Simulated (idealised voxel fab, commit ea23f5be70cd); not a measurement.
process module | voxel released beams
cross-section cut | 160 nm wide | cells 5 nm
A cross-section is a grid of square cells, given in bands from the top down. A band is one or more rows of cells.
Each band's line starts with the height of the band's top and of its bottom, in nm. Then come its materials from left to right, each with its width in nm. One material with "throughout" fills the band from edge to edge. "air" is empty space.
Height 0 is the level under which the wafer as received is all one material. The lowest band goes on downwards, as in "0 down".
A width such as "30 to 40" changes by the same amount from each row of cells to the next, from the band's top row to its bottom row.
"no change" after a step means that no cell of the cross-section changed.
closed voids: empty space of 8 cells or more with no open way to the top, each as width x height at its distance from the left edge, in nm
after a step's settings: what the simulator itself notes on the step
overlay nm, on a step with a mask: how far to the right of its planned place the mask lay; to the left if negative
plan
1 op RECEIVE | material Si
2 op CONFORMAL_DEP | material SiN | thk nm 5
3 op DIRECTIONAL_DEP | material SiO2 | thk nm 15
4 op DIRECTIONAL_DEP | material aC | thk nm 15
5 op PATTERN | tone open | mask id ANCHOR | material resist | width nm 35 | thk nm 35 | overlay nm 0
6 op DIRECTIONAL_ETCH | etch materials aC | depth nm 15
7 op STRIP | etch materials resist
8 op DIRECTIONAL_ETCH | etch materials SiO2 | depth nm 15
9 op STRIP | etch materials aC
10 op CONFORMAL_DEP | material W | thk nm 15
11 op PATTERN | tone cover | mask id BEAM | material resist | width nm 110 | thk nm 15 | overlay nm 0
12 op DIRECTIONAL_ETCH | etch materials W | depth nm 15
13 op STRIP | etch materials resist
14 op STRIP | etch materials SiO2
as received, after step 1
  0 down: Si throughout
  closed voids: none
first wafer at the end, as planned
  35 to 20: air 20 | W 20 | air 5 | W 85 | air 30
  20 to 5: air 25 | W 35 | air 100
  5 to 0: SiN throughout
  0 down: Si throughout
  closed voids: none
second wafer at the end: like start, like plan, one mistake
  50 to 35: air 20 | W 110 | air 30
  35 to 20: W throughout
  20 to 5: SiO2 throughout
  5 to 0: SiN throughout
  0 down: Si throughout
  closed voids: none
what went wrong: step 4 ran as: op DIRECTIONAL_DEP | material W | thk nm 15
at the end the second wafer has, in cells: 96 more of SiO2 | 78 more of W
